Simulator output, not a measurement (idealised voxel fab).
Proc. module: voxel ribs on slabs
Section cut is 155 nm wide and gridded with 5 nm square cells.
In this document a cross-section is written as a grid of square cells. It is given as a series of bands, listed from the top down, and a band is one or more rows of cells. Band entry format. Leading values: height of top, height of bottom, nm. Remainder: materials in left-to-right order, each with its width in nm. Special words: "everywhere" on a single material, which then fills the band edge to edge; "blank", empty space. It should be noted that heights are counted from 0, beneath which the wafer as supplied is of one material throughout, and that the lowest band possesses no lower boundary but continues downward, as written in "0..down". So if you see something like "30->40" for the width, read it as the top row of the band sitting at the first number and the bottom row at the second, with every row in between moving by the same amount as the last. "stayed the same" (step): cross-section cells unchanged, all of them. Closed-off voids of 8+ cells (no open route to the top) go in "Closed internal voids", written width x height at distance from the left edge, in nm. Whatever follows a step's settings on its line is a remark the simulator itself makes about that step. On any step carrying a mask, the "overlay nm" setting, if present on the step's line, tells how far right of its planned place the mask lay; negative values point to the left. Pairs from here to the end. Each: cross-section before one process step, cross-section after it, the latter only as far down as the lowest band that changed. Under each: the step between, and its settings. Mind that the pairs may be taken from different runs of this module on the same starting wafer; whether a pair continues from the pair above depends on its entry headed "Before processing step", and it does only where that entry says so.
-- Before processing step
- 0..down | Si everywhere
- Closed internal voids: none
-- Cross-Section Thereafter
- 25..0 | SiO2 everywhere
- No changes below 0.
- Closed internal voids: none
Which step turns the before cross-section above into the after cross-section? DIRECTIONAL_DEP, material SiO2, thk nm 25
Before processing step: per the after cross-section of the pair just above.
-- Cross-Section Thereafter
- 50..25 | SiN everywhere
- No changes below 25.
- Closed internal voids: none
Which step turns the before cross-section above into the after cross-section? DIRECTIONAL_DEP, material SiN, thk nm 25
Before processing step: per the after cross-section of the pair just above.
-- Cross-Section Thereafter
- 60..50 | aC everywhere
- No changes below 50.
- Closed internal voids: none
Which step turns the before cross-section above into the after cross-section? DIRECTIONAL_DEP, material aC, thk nm 10
Before processing step: per the after cross-section of the pair just above.
-- Cross-Section Thereafter
- 85..60 | 65 nm blank; 25 nm resist; 65 nm blank
- No changes below 60.
- Closed internal voids: none
Which step turns the before cross-section above into the after cross-section? PATTERN, tone cover, mask id RIB, material resist, width nm 25, thk nm 25, overlay nm 0
Before processing step: per the after cross-section of the pair just above.
-- Cross-Section Thereafter
- 75..60 | 65 nm blank; 25 nm resist; 65 nm blank
- 60..50 | 65 nm blank; 25 nm aC; 65 nm blank
- No changes below 50.
- Closed internal voids: none
Which step turns the before cross-section above into the after cross-section? DIRECTIONAL_ETCH, etch materials aC, depth nm 10
Before processing step: per the after cross-section of the pair just above.
-- Cross-Section Thereafter
- 60..50 | 65 nm blank; 25 nm aC; 65 nm blank
- No changes below 50.
- Closed internal voids: none
Which step turns the before cross-section above into the after cross-section? STRIP, etch materials resist
Before processing step: per the after cross-section of the pair just above.
-- Cross-Section Thereafter
- 60..50 | 65 nm blank; 25 nm aC; 65 nm blank
- 50..45 | 65 nm blank; 25 nm SiN; 65 nm blank
- No changes below 45.
- Closed internal voids: none
Which step turns the before cross-section above into the after cross-section? DIRECTIONAL_ETCH, etch materials SiN, depth nm 5
Before processing step: per the after cross-section of the pair just above.
-- Cross-Section Thereafter
- 50..45 | 65 nm blank; 25 nm SiN; 65 nm blank
- No changes below 45.
- Closed internal voids: none
Which step turns the before cross-section above into the after cross-section? STRIP, etch materials aC
Before processing step: per the after cross-section of the pair just above.
-- Cross-Section Thereafter
- 65..50 | 45 nm blank; 65 nm resist; 45 nm blank
- 50..45 | 45 nm blank; 20 nm resist; 25 nm SiN; 20 nm resist; 45 nm blank
- No changes below 45.
- Closed internal voids: none
Which step turns the before cross-section above into the after cross-section? PATTERN, tone cover, mask id SLAB, material resist, width nm 65, thk nm 15, overlay nm 0
Before processing step: per the after cross-section of the pair just above.
-- Cross-Section Thereafter
- 65..50 | 45 nm blank; 65 nm resist; 45 nm blank
- 50..45 | 45 nm blank; 20 nm resist; 25 nm SiN; 20 nm resist; 45 nm blank
- 45..25 | 45 nm blank; 65 nm SiN; 45 nm blank
- No changes below 25.
- Closed internal voids: none
Which step turns the before cross-section above into the after cross-section? DIRECTIONAL_ETCH, etch materials SiN, depth nm 20
Before processing step: per the after cross-section of the pair just above.
-- Cross-Section Thereafter
- 50..45 | 65 nm blank; 25 nm SiN; 65 nm blank
- No changes below 45.
- Closed internal voids: none
Which step turns the before cross-section above into the after cross-section? STRIP, etch materials resist
Before processing step: per the after cross-section of the pair just above.
-- Cross-Section Thereafter
- 70..50 | SiO2 everywhere
- 50..45 | 65 nm SiO2; 25 nm SiN; 65 nm SiO2
- 45..25 | 45 nm SiO2; 65 nm SiN; 45 nm SiO2
- No changes below 25.
- Closed internal voids: none
Which step turns the before cross-section above into the after cross-section? FILL_DEP, material SiO2, thk nm 20
Before processing step: per the after cross-section of the pair just above.
-- Cross-Section Thereafter
- 65..50 | SiO2 everywhere
- No changes below 50.
- Closed internal voids: none
Which step turns the before cross-section above into the after cross-section? CMP, height nm 65
Before processing step: per the after cross-section of the pair just above.
-- Cross-Section Thereafter
- 75..65 | TiN everywhere
- No changes below 65.
- Closed internal voids: none
Which step turns the before cross-section above into the after cross-section? DIRECTIONAL_DEP, material TiN, thk nm 10
Before processing step: per the after cross-section of the pair just above.
-- Cross-Section Thereafter
- 85..75 | aC everywhere
- No changes below 75.
- Closed internal voids: none
Which step turns the before cross-section above into the after cross-section? DIRECTIONAL_DEP, material aC, thk nm 10
Before processing step: per the after cross-section of the pair just above.
-- Cross-Section Thereafter
- 110..85 | 60 nm blank; 35 nm resist; 60 nm blank
- No changes below 85.
- Closed internal voids: none
Which step turns the before cross-section above into the after cross-section? PATTERN, tone cover, mask id HEATER, material resist, width nm 35, thk nm 25, overlay nm 0
Before processing step: per the after cross-section of the pair just above.
-- Cross-Section Thereafter
- 100..85 | 60 nm blank; 35 nm resist; 60 nm blank
- 85..75 | 60 nm blank; 35 nm aC; 60 nm blank
- No changes below 75.
- Closed internal voids: none
Which step turns the before cross-section above into the after cross-section? DIRECTIONAL_ETCH, etch materials aC, depth nm 10
Before processing step: per the after cross-section of the pair just above.
-- Cross-Section Thereafter
- 85..75 | 60 nm blank; 35 nm aC; 60 nm blank
- No changes below 75.
- Closed internal voids: none
Which step turns the before cross-section above into the after cross-section? STRIP, etch materials resist
Before processing step: per the after cross-section of the pair just above.
-- Cross-Section Thereafter
- 85..75 | 60 nm blank; 35 nm aC; 60 nm blank
- 75..65 | 60 nm blank; 35 nm TiN; 60 nm blank
- No changes below 65.
- Closed internal voids: none
Which step turns the before cross-section above into the after cross-section? DIRECTIONAL_ETCH, etch materials TiN, depth nm 10
Before processing step: per the after cross-section of the pair just above.
-- Cross-Section Thereafter
- 75..65 | 60 nm blank; 35 nm TiN; 60 nm blank
- No changes below 65.
- Closed internal voids: none
Which step turns the before cross-section above into the after cross-section? STRIP, etch materials aC
Before processing step: per the after cross-section of the pair just above.
-- Cross-Section Thereafter
- 80..75 | 55 nm blank; 45 nm SiO2; 55 nm blank
- 75..70 | 55 nm blank; 5 nm SiO2; 35 nm TiN; 5 nm SiO2; 55 nm blank
- 70..65 | 60 nm SiO2; 35 nm TiN; 60 nm SiO2
- No changes below 65.
- Closed internal voids: none
Which step turns the before cross-section above into the after cross-section? CONFORMAL_DEP, material SiO2, thk nm 5
-- Before processing step
- 50..25 | SiN everywhere
- 25..0 | SiO2 everywhere
- 0..down | Si everywhere
- Closed internal voids: none
-- Cross-Section Thereafter
- 75..25 | SiN everywhere
- No changes below 25.
- Closed internal voids: none
Which step turns the before cross-section above into the after cross-section? DIRECTIONAL_DEP, material SiN, thk nm 25
Before processing step: per the after cross-section of the pair just above.
-- Cross-Section Thereafter
- 85..75 | aC everywhere
- No changes below 75.
- Closed internal voids: none
Which step turns the before cross-section above into the after cross-section? DIRECTIONAL_DEP, material aC, thk nm 10
Before processing step: per the after cross-section of the pair just above.
-- Cross-Section Thereafter
- 110..85 | 65 nm blank; 25 nm resist; 65 nm blank
- No changes below 85.
- Closed internal voids: none
Which step turns the before cross-section above into the after cross-section? PATTERN, tone cover, mask id RIB, material resist, width nm 25, thk nm 25, overlay nm 0
Before processing step: per the after cross-section of the pair just above.
-- Cross-Section Thereafter
- 100..85 | 65 nm blank; 25 nm resist; 65 nm blank
- 85..75 | 65 nm blank; 25 nm aC; 65 nm blank
- No changes below 75.
- Closed internal voids: none
Which step turns the before cross-section above into the after cross-section? DIRECTIONAL_ETCH, etch materials aC, depth nm 10
Before processing step: per the after cross-section of the pair just above.
-- Cross-Section Thereafter
- 85..75 | 65 nm blank; 25 nm aC; 65 nm blank
- No changes below 75.
- Closed internal voids: none
Which step turns the before cross-section above into the after cross-section? STRIP, etch materials resist
Before processing step: per the after cross-section of the pair just above.
-- Cross-Section Thereafter
- 85..75 | 65 nm blank; 25 nm aC; 65 nm blank
- 75..70 | 65 nm blank; 25 nm SiN; 65 nm blank
- No changes below 70.
- Closed internal voids: none
Which step turns the before cross-section above into the after cross-section? DIRECTIONAL_ETCH, etch materials SiN, depth nm 5
Before processing step: per the after cross-section of the pair just above.
-- Cross-Section Thereafter
- 75..70 | 65 nm blank; 25 nm SiN; 65 nm blank
- No changes below 70.
- Closed internal voids: none
Which step turns the before cross-section above into the after cross-section? STRIP, etch materials aC
Before processing step: per the after cross-section of the pair just above.
-- Cross-Section Thereafter
- 90..75 | 45 nm blank; 65 nm resist; 45 nm blank
- 75..70 | 45 nm blank; 20 nm resist; 25 nm SiN; 20 nm resist; 45 nm blank
- No changes below 70.
- Closed internal voids: none
Which step turns the before cross-section above into the after cross-section? PATTERN, tone cover, mask id SLAB, material resist, width nm 65, thk nm 15, overlay nm 0
Before processing step: per the after cross-section of the pair just above.
-- Cross-Section Thereafter
- 90..75 | 45 nm blank; 65 nm resist; 45 nm blank
- 75..70 | 45 nm blank; 20 nm resist; 25 nm SiN; 20 nm resist; 45 nm blank
- 70..50 | 45 nm blank; 65 nm SiN; 45 nm blank
- No changes below 50.
- Closed internal voids: none
Which step turns the before cross-section above into the after cross-section? DIRECTIONAL_ETCH, etch materials SiN, depth nm 20
Before processing step: per the after cross-section of the pair just above.
-- Cross-Section Thereafter
- 75..70 | 65 nm blank; 25 nm SiN; 65 nm blank
- No changes below 70.
- Closed internal voids: none
Which step turns the before cross-section above into the after cross-section? STRIP, etch materials resist
Before processing step: per the after cross-section of the pair just above.
-- Cross-Section Thereafter
- 95..75 | SiO2 everywhere
- 75..70 | 65 nm SiO2; 25 nm SiN; 65 nm SiO2
- 70..50 | 45 nm SiO2; 65 nm SiN; 45 nm SiO2
- No changes below 50.
- Closed internal voids: none
Which step turns the before cross-section above into the after cross-section? FILL_DEP, material SiO2, thk nm 20
Before processing step: per the after cross-section of the pair just above.
-- Cross-Section Thereafter
- 65..50 | 45 nm SiO2; 65 nm SiN; 45 nm SiO2
- No changes below 50.
- Closed internal voids: none
Which step turns the before cross-section above into the after cross-section? CMP, height nm 65
Before processing step: per the after cross-section of the pair just above.
-- Cross-Section Thereafter
- 75..65 | TiN everywhere
- No changes below 65.
- Closed internal voids: none
Which step turns the before cross-section above into the after cross-section? DIRECTIONAL_DEP, material TiN, thk nm 10
Before processing step: per the after cross-section of the pair just above.
-- Cross-Section Thereafter
- 85..75 | aC everywhere
- No changes below 75.
- Closed internal voids: none
Which step turns the before cross-section above into the after cross-section? DIRECTIONAL_DEP, material aC, thk nm 10
Before processing step: per the after cross-section of the pair just above.
-- Cross-Section Thereafter
- 110..85 | 60 nm blank; 35 nm resist; 60 nm blank
- No changes below 85.
- Closed internal voids: none
Which step turns the before cross-section above into the after cross-section? PATTERN, tone cover, mask id HEATER, material resist, width nm 35, thk nm 25, overlay nm 0
Before processing step: per the after cross-section of the pair just above.
-- Cross-Section Thereafter
- 100..85 | 60 nm blank; 35 nm resist; 60 nm blank
- 85..75 | 60 nm blank; 35 nm aC; 60 nm blank
- No changes below 75.
- Closed internal voids: none
Which step turns the before cross-section above into the after cross-section? DIRECTIONAL_ETCH, etch materials aC, depth nm 10
Before processing step: per the after cross-section of the pair just above.
-- Cross-Section Thereafter
- 85..75 | 60 nm blank; 35 nm aC; 60 nm blank
- No changes below 75.
- Closed internal voids: none
Which step turns the before cross-section above into the after cross-section? STRIP, etch materials resist
Before processing step: per the after cross-section of the pair just above.
-- Cross-Section Thereafter
- 85..75 | 60 nm blank; 35 nm aC; 60 nm blank
- 75..65 | 60 nm blank; 35 nm TiN; 60 nm blank
- No changes below 65.
- Closed internal voids: none
Which step turns the before cross-section above into the after cross-section? DIRECTIONAL_ETCH, etch materials TiN, depth nm 10
Before processing step: per the after cross-section of the pair just above.
-- Cross-Section Thereafter
- 75..65 | 60 nm blank; 35 nm TiN; 60 nm blank
- No changes below 65.
- Closed internal voids: none
Which step turns the before cross-section above into the after cross-section? STRIP, etch materials aC
Before processing step: per the after cross-section of the pair just above.
-- Cross-Section Thereafter
- 80..75 | 55 nm blank; 45 nm SiO2; 55 nm blank
- 75..70 | 55 nm blank; 5 nm SiO2; 35 nm TiN; 5 nm SiO2; 55 nm blank
- 70..65 | 60 nm SiO2; 35 nm TiN; 60 nm SiO2
- No changes below 65.
- Closed internal voids: none
Which step turns the before cross-section above into the after cross-section? CONFORMAL_DEP, material SiO2, thk nm 5
-- Before processing step
- 0..down | Si everywhere
- Closed internal voids: none
-- Cross-Section Thereafter
- 25..0 | SiN everywhere
- No changes below 0.
- Closed internal voids: none
Which step turns the before cross-section above into the after cross-section? DIRECTIONAL_DEP, material SiN, thk nm 25
Before processing step: per the after cross-section of the pair just above.
-- Cross-Section Thereafter
- 50..25 | SiO2 everywhere
- No changes below 25.
- Closed internal voids: none
Which step turns the before cross-section above into the after cross-section? DIRECTIONAL_DEP, material SiO2, thk nm 25
Before processing step: per the after cross-section of the pair just above.
-- Cross-Section Thereafter
- 60..50 | aC everywhere
- No changes below 50.
- Closed internal voids: none
Which step turns the before cross-section above into the after cross-section? DIRECTIONAL_DEP, material aC, thk nm 10
Before processing step: per the after cross-section of the pair just above.
-- Cross-Section Thereafter
- 85..60 | 65 nm blank; 25 nm resist; 65 nm blank
- No changes below 60.
- Closed internal voids: none
Which step turns the before cross-section above into the after cross-section? PATTERN, tone cover, mask id RIB, material resist, width nm 25, thk nm 25, overlay nm 0
Before processing step: per the after cross-section of the pair just above.
-- Cross-Section Thereafter
- 75..60 | 65 nm blank; 25 nm resist; 65 nm blank
- 60..50 | 65 nm blank; 25 nm aC; 65 nm blank
- No changes below 50.
- Closed internal voids: none
Which step turns the before cross-section above into the after cross-section? DIRECTIONAL_ETCH, etch materials aC, depth nm 10
Before processing step: per the after cross-section of the pair just above.
-- Cross-Section Thereafter
- 60..50 | 65 nm blank; 25 nm aC; 65 nm blank
- No changes below 50.
- Closed internal voids: none
Which step turns the before cross-section above into the after cross-section? STRIP, etch materials resist
Before processing step: per the after cross-section of the pair just above.
-- Cross-Section Thereafter
- 50..25 | SiO2 everywhere
- No changes below 25.
- Closed internal voids: none
Which step turns the before cross-section above into the after cross-section? STRIP, etch materials aC
Before processing step: per the after cross-section of the pair just above.
-- Cross-Section Thereafter
- 65..50 | 45 nm blank; 65 nm resist; 45 nm blank
- No changes below 50.
- Closed internal voids: none
Which step turns the before cross-section above into the after cross-section? PATTERN, tone cover, mask id SLAB, material resist, width nm 65, thk nm 15, overlay nm 0
Before processing step: per the after cross-section of the pair just above.
-- Cross-Section Thereafter
- 50..25 | SiO2 everywhere
- No changes below 25.
- Closed internal voids: none
Which step turns the before cross-section above into the after cross-section? STRIP, etch materials resist
Before processing step: per the after cross-section of the pair just above.
-- Cross-Section Thereafter
- 70..25 | SiO2 everywhere
- No changes below 25.
- Closed internal voids: none
Which step turns the before cross-section above into the after cross-section? FILL_DEP, material SiO2, thk nm 20
Before processing step: per the after cross-section of the pair just above.
-- Cross-Section Thereafter
- 65..25 | SiO2 everywhere
- No changes below 25.
- Closed internal voids: none
Which step turns the before cross-section above into the after cross-section? CMP, height nm 65
Before processing step: per the after cross-section of the pair just above.
-- Cross-Section Thereafter
- 75..65 | TiN everywhere
- No changes below 65.
- Closed internal voids: none
Which step turns the before cross-section above into the after cross-section? DIRECTIONAL_DEP, material TiN, thk nm 10
Before processing step: per the after cross-section of the pair just above.
-- Cross-Section Thereafter
- 85..75 | aC everywhere
- No changes below 75.
- Closed internal voids: none
Which step turns the before cross-section above into the after cross-section? DIRECTIONAL_DEP, material aC, thk nm 10
Before processing step: per the after cross-section of the pair just above.
-- Cross-Section Thereafter
- 110..85 | 60 nm blank; 35 nm resist; 60 nm blank
- No changes below 85.
- Closed internal voids: none
Which step turns the before cross-section above into the after cross-section? PATTERN, tone cover, mask id HEATER, material resist, width nm 35, thk nm 25, overlay nm 0
Before processing step: per the after cross-section of the pair just above.
-- Cross-Section Thereafter
- 100..85 | 60 nm blank; 35 nm resist; 60 nm blank
- 85..75 | 60 nm blank; 35 nm aC; 60 nm blank
- No changes below 75.
- Closed internal voids: none
Which step turns the before cross-section above into the after cross-section? DIRECTIONAL_ETCH, etch materials aC, depth nm 10
Before processing step: per the after cross-section of the pair just above.
-- Cross-Section Thereafter
- 85..75 | 60 nm blank; 35 nm aC; 60 nm blank
- No changes below 75.
- Closed internal voids: none
Which step turns the before cross-section above into the after cross-section? STRIP, etch materials resist
Before processing step: per the after cross-section of the pair just above.
-- Cross-Section Thereafter
- 85..75 | 60 nm blank; 35 nm aC; 60 nm blank
- 75..65 | 60 nm blank; 35 nm TiN; 60 nm blank
- No changes below 65.
- Closed internal voids: none
Which step turns the before cross-section above into the after cross-section? DIRECTIONAL_ETCH, etch materials TiN, depth nm 10
Before processing step: per the after cross-section of the pair just above.
-- Cross-Section Thereafter
- 75..65 | 60 nm blank; 35 nm TiN; 60 nm blank
- No changes below 65.
- Closed internal voids: none
Which step turns the before cross-section above into the after cross-section? STRIP, etch materials aC
Before processing step: per the after cross-section of the pair just above.
-- Cross-Section Thereafter
- 80..75 | 55 nm blank; 45 nm SiO2; 55 nm blank
- 75..70 | 55 nm blank; 5 nm SiO2; 35 nm TiN; 5 nm SiO2; 55 nm blank
- 70..65 | 60 nm SiO2; 35 nm TiN; 60 nm SiO2
- No changes below 65.
- Closed internal voids: none
Which step turns the before cross-section above into the after cross-section? CONFORMAL_DEP, material SiO2, thk nm 5
-- Before processing step
- 60..50 | 65 nm blank; 25 nm aC; 65 nm blank
- 50..25 | SiN everywhere
- 25..0 | SiO2 everywhere
- 0..down | Si everywhere
- Closed internal voids: none
-- Cross-Section Thereafter
- 60..50 | 65 nm blank; 25 nm aC; 65 nm blank
- 50..35 | 65 nm blank; 25 nm SiN; 65 nm blank
- No changes below 35.
- Closed internal voids: none
Which step turns the before cross-section above into the after cross-section? DIRECTIONAL_ETCH, etch materials SiN, depth nm 15
Before processing step: per the after cross-section of the pair just above.
-- Cross-Section Thereafter
- 50..35 | 65 nm blank; 25 nm SiN; 65 nm blank
- No changes below 35.
- Closed internal voids: none
Which step turns the before cross-section above into the after cross-section? STRIP, etch materials aC
Before processing step: per the after cross-section of the pair just above.
-- Cross-Section Thereafter
- 65..50 | 45 nm blank; 65 nm resist; 45 nm blank
- 50..35 | 45 nm blank; 20 nm resist; 25 nm SiN; 20 nm resist; 45 nm blank
- No changes below 35.
- Closed internal voids: none
Which step turns the before cross-section above into the after cross-section? PATTERN, tone cover, mask id SLAB, material resist, width nm 65, thk nm 15, overlay nm 0
Before processing step: per the after cross-section of the pair just above.
-- Cross-Section Thereafter
- 65..50 | 45 nm blank; 65 nm resist; 45 nm blank
- 50..35 | 45 nm blank; 20 nm resist; 25 nm SiN; 20 nm resist; 45 nm blank
- 35..25 | 45 nm blank; 65 nm SiN; 45 nm blank
- No changes below 25.
- Closed internal voids: none
Which step turns the before cross-section above into the after cross-section? DIRECTIONAL_ETCH, etch materials SiN, depth nm 20
Before processing step: per the after cross-section of the pair just above.
-- Cross-Section Thereafter
- 50..35 | 65 nm blank; 25 nm SiN; 65 nm blank
- No changes below 35.
- Closed internal voids: none
Which step turns the before cross-section above into the after cross-section? STRIP, etch materials resist
Before processing step: per the after cross-section of the pair just above.
-- Cross-Section Thereafter
- 70..50 | SiO2 everywhere
- 50..35 | 65 nm SiO2; 25 nm SiN; 65 nm SiO2
- 35..25 | 45 nm SiO2; 65 nm SiN; 45 nm SiO2
- No changes below 25.
- Closed internal voids: none
Which step turns the before cross-section above into the after cross-section? FILL_DEP, material SiO2, thk nm 20
Before processing step: per the after cross-section of the pair just above.
-- Cross-Section Thereafter
- 65..50 | SiO2 everywhere
- No changes below 50.
- Closed internal voids: none
Which step turns the before cross-section above into the after cross-section? CMP, height nm 65
Before processing step: per the after cross-section of the pair just above.
-- Cross-Section Thereafter
- 75..65 | TiN everywhere
- No changes below 65.
- Closed internal voids: none
Which step turns the before cross-section above into the after cross-section? DIRECTIONAL_DEP, material TiN, thk nm 10
Before processing step: per the after cross-section of the pair just above.
-- Cross-Section Thereafter
- 85..75 | aC everywhere
- No changes below 75.
- Closed internal voids: none
Which step turns the before cross-section above into the after cross-section? DIRECTIONAL_DEP, material aC, thk nm 10
Before processing step: per the after cross-section of the pair just above.
-- Cross-Section Thereafter
- 110..85 | 60 nm blank; 35 nm resist; 60 nm blank
- No changes below 85.
- Closed internal voids: none
Which step turns the before cross-section above into the after cross-section? PATTERN, tone cover, mask id HEATER, material resist, width nm 35, thk nm 25, overlay nm 0
Before processing step: per the after cross-section of the pair just above.
-- Cross-Section Thereafter
- 100..85 | 60 nm blank; 35 nm resist; 60 nm blank
- 85..75 | 60 nm blank; 35 nm aC; 60 nm blank
- No changes below 75.
- Closed internal voids: none
Which step turns the before cross-section above into the after cross-section? DIRECTIONAL_ETCH, etch materials aC, depth nm 10
Before processing step: per the after cross-section of the pair just above.
-- Cross-Section Thereafter
- 85..75 | 60 nm blank; 35 nm aC; 60 nm blank
- No changes below 75.
- Closed internal voids: none
Which step turns the before cross-section above into the after cross-section? STRIP, etch materials resist
Before processing step: per the after cross-section of the pair just above.
-- Cross-Section Thereafter
- 85..75 | 60 nm blank; 35 nm aC; 60 nm blank
- 75..65 | 60 nm blank; 35 nm TiN; 60 nm blank
- No changes below 65.
- Closed internal voids: none
Which step turns the before cross-section above into the after cross-section? DIRECTIONAL_ETCH, etch materials TiN, depth nm 10
Before processing step: per the after cross-section of the pair just above.
-- Cross-Section Thereafter
- 75..65 | 60 nm blank; 35 nm TiN; 60 nm blank
- No changes below 65.
- Closed internal voids: none
Which step turns the before cross-section above into the after cross-section? STRIP, etch materials aC
Before processing step: per the after cross-section of the pair just above.
-- Cross-Section Thereafter
- 80..75 | 55 nm blank; 45 nm SiO2; 55 nm blank
- 75..70 | 55 nm blank; 5 nm SiO2; 35 nm TiN; 5 nm SiO2; 55 nm blank
- 70..65 | 60 nm SiO2; 35 nm TiN; 60 nm SiO2
- No changes below 65.
- Closed internal voids: none
Which step turns the before cross-section above into the after cross-section? CONFORMAL_DEP, material SiO2, thk nm 5
-- Before processing step
- 50..45 | 65 nm blank; 25 nm SiN; 65 nm blank
- 45..25 | SiN everywhere
- 25..0 | SiO2 everywhere
- 0..down | Si everywhere
- Closed internal voids: none
-- Cross-Section Thereafter
- 65..50 | 45 nm blank; 70 nm resist; 40 nm blank
- 50..45 | 45 nm blank; 20 nm resist; 25 nm SiN; 25 nm resist; 40 nm blank
- No changes below 45.
- Closed internal voids: none
Which step turns the before cross-section above into the after cross-section? PATTERN, tone cover, mask id SLAB, material resist, width nm 70, thk nm 15, overlay nm 0
Before processing step: per the after cross-section of the pair just above.
-- Cross-Section Thereafter
- 65..50 | 45 nm blank; 70 nm resist; 40 nm blank
- 50..45 | 45 nm blank; 20 nm resist; 25 nm SiN; 25 nm resist; 40 nm blank
- 45..25 | 45 nm blank; 70 nm SiN; 40 nm blank
- No changes below 25.
- Closed internal voids: none
Which step turns the before cross-section above into the after cross-section? DIRECTIONAL_ETCH, etch materials SiN, depth nm 20
Before processing step: per the after cross-section of the pair just above.
-- Cross-Section Thereafter
- 50..45 | 65 nm blank; 25 nm SiN; 65 nm blank
- No changes below 45.
- Closed internal voids: none
Which step turns the before cross-section above into the after cross-section? STRIP, etch materials resist
Before processing step: per the after cross-section of the pair just above.
-- Cross-Section Thereafter
- 70..50 | SiO2 everywhere
- 50..45 | 65 nm SiO2; 25 nm SiN; 65 nm SiO2
- 45..25 | 45 nm SiO2; 70 nm SiN; 40 nm SiO2
- No changes below 25.
- Closed internal voids: none
Which step turns the before cross-section above into the after cross-section? FILL_DEP, material SiO2, thk nm 20
Before processing step: per the after cross-section of the pair just above.
-- Cross-Section Thereafter
- 65..50 | SiO2 everywhere
- No changes below 50.
- Closed internal voids: none
Which step turns the before cross-section above into the after cross-section? CMP, height nm 65
Before processing step: per the after cross-section of the pair just above.
-- Cross-Section Thereafter
- 75..65 | TiN everywhere
- No changes below 65.
- Closed internal voids: none
Which step turns the before cross-section above into the after cross-section? DIRECTIONAL_DEP, material TiN, thk nm 10
Before processing step: per the after cross-section of the pair just above.
-- Cross-Section Thereafter
- 85..75 | aC everywhere
- No changes below 75.
- Closed internal voids: none
Which step turns the before cross-section above into the after cross-section? DIRECTIONAL_DEP, material aC, thk nm 10
Before processing step: per the after cross-section of the pair just above.
-- Cross-Section Thereafter
- 110..85 | 60 nm blank; 35 nm resist; 60 nm blank
- No changes below 85.
- Closed internal voids: none
Which step turns the before cross-section above into the after cross-section? PATTERN, tone cover, mask id HEATER, material resist, width nm 35, thk nm 25, overlay nm 0
Before processing step: per the after cross-section of the pair just above.
-- Cross-Section Thereafter
- 100..85 | 60 nm blank; 35 nm resist; 60 nm blank
- 85..75 | 60 nm blank; 35 nm aC; 60 nm blank
- No changes below 75.
- Closed internal voids: none
Which step turns the before cross-section above into the after cross-section? DIRECTIONAL_ETCH, etch materials aC, depth nm 10
Before processing step: per the after cross-section of the pair just above.
-- Cross-Section Thereafter
- 85..75 | 60 nm blank; 35 nm aC; 60 nm blank
- No changes below 75.
- Closed internal voids: none
Which step turns the before cross-section above into the after cross-section? STRIP, etch materials resist
Before processing step: per the after cross-section of the pair just above.
-- Cross-Section Thereafter
- 85..75 | 60 nm blank; 35 nm aC; 60 nm blank
- 75..65 | 60 nm blank; 35 nm TiN; 60 nm blank
- No changes below 65.
- Closed internal voids: none
Which step turns the before cross-section above into the after cross-section? DIRECTIONAL_ETCH, etch materials TiN, depth nm 10
Before processing step: per the after cross-section of the pair just above.
-- Cross-Section Thereafter
- 75..65 | 60 nm blank; 35 nm TiN; 60 nm blank
- No changes below 65.
- Closed internal voids: none
Which step turns the before cross-section above into the after cross-section? STRIP, etch materials aC
Before processing step: per the after cross-section of the pair just above.
-- Cross-Section Thereafter
- 80..75 | 55 nm blank; 45 nm SiO2; 55 nm blank
- 75..70 | 55 nm blank; 5 nm SiO2; 35 nm TiN; 5 nm SiO2; 55 nm blank
- 70..65 | 60 nm SiO2; 35 nm TiN; 60 nm SiO2
- No changes below 65.
- Closed internal voids: none
Which step turns the before cross-section above into the after cross-section? CONFORMAL_DEP, material SiO2, thk nm 5
-- Before processing step
- 85..75 | aC everywhere
- 75..65 | TiN everywhere
- 65..50 | SiO2 everywhere
- 50..45 | 65 nm SiO2; 25 nm SiN; 65 nm SiO2
- 45..25 | 45 nm SiO2; 65 nm SiN; 45 nm SiO2
- 25..0 | SiO2 everywhere
- 0..down | Si everywhere
- Closed internal voids: none
-- Cross-Section Thereafter
- 110..85 | 55 nm blank; 35 nm resist; 65 nm blank
- No changes below 85.
- Closed internal voids: none
Which step turns the before cross-section above into the after cross-section? PATTERN, tone cover, mask id HEATER, material resist, width nm 35, thk nm 25, overlay nm -5
Before processing step: per the after cross-section of the pair just above.
-- Cross-Section Thereafter
- 100..85 | 55 nm blank; 35 nm resist; 65 nm blank
- 85..75 | 55 nm blank; 35 nm aC; 65 nm blank
- No changes below 75.
- Closed internal voids: none
Which step turns the before cross-section above into the after cross-section? DIRECTIONAL_ETCH, etch materials aC, depth nm 10
Before processing step: per the after cross-section of the pair just above.
-- Cross-Section Thereafter
- 85..75 | 55 nm blank; 35 nm aC; 65 nm blank
- No changes below 75.
- Closed internal voids: none
Which step turns the before cross-section above into the after cross-section? STRIP, etch materials resist
Before processing step: per the after cross-section of the pair just above.
-- Cross-Section Thereafter
- 85..75 | 55 nm blank; 35 nm aC; 65 nm blank
- 75..65 | 55 nm blank; 35 nm TiN; 65 nm blank
- No changes below 65.
- Closed internal voids: none
Which step turns the before cross-section above into the after cross-section? DIRECTIONAL_ETCH, etch materials TiN, depth nm 10
Before processing step: per the after cross-section of the pair just above.
-- Cross-Section Thereafter
- 75..65 | 55 nm blank; 35 nm TiN; 65 nm blank
- No changes below 65.
- Closed internal voids: none
Which step turns the before cross-section above into the after cross-section? STRIP, etch materials aC
Before processing step: per the after cross-section of the pair just above.
-- Cross-Section Thereafter
- 80..75 | 50 nm blank; 45 nm SiO2; 60 nm blank
- 75..70 | 50 nm blank; 5 nm SiO2; 35 nm TiN; 5 nm SiO2; 60 nm blank
- 70..65 | 55 nm SiO2; 35 nm TiN; 65 nm SiO2
- No changes below 65.
- Closed internal voids: none
Which step turns the before cross-section above into the after cross-section? CONFORMAL_DEP, material SiO2, thk nm 5
-- Before processing step
- 0..down | Si everywhere
- Closed internal voids: none
-- Cross-Section Thereafter
- 25..0 | aC everywhere
- No changes below 0.
- Closed internal voids: none
Which step turns the before cross-section above into the after cross-section? DIRECTIONAL_DEP, material aC, thk nm 25
Before processing step: per the after cross-section of the pair just above.
-- Cross-Section Thereafter
- 50..25 | SiN everywhere
- No changes below 25.
- Closed internal voids: none
Which step turns the before cross-section above into the after cross-section? DIRECTIONAL_DEP, material SiN, thk nm 25
Before processing step: per the after cross-section of the pair just above.
-- Cross-Section Thereafter
- 60..50 | aC everywhere
- No changes below 50.
- Closed internal voids: none
Which step turns the before cross-section above into the after cross-section? DIRECTIONAL_DEP, material aC, thk nm 10
Before processing step: per the after cross-section of the pair just above.
-- Cross-Section Thereafter
- 85..60 | 65 nm blank; 25 nm resist; 65 nm blank
- No changes below 60.
- Closed internal voids: none
Which step turns the before cross-section above into the after cross-section? PATTERN, tone cover, mask id RIB, material resist, width nm 25, thk nm 25, overlay nm 0
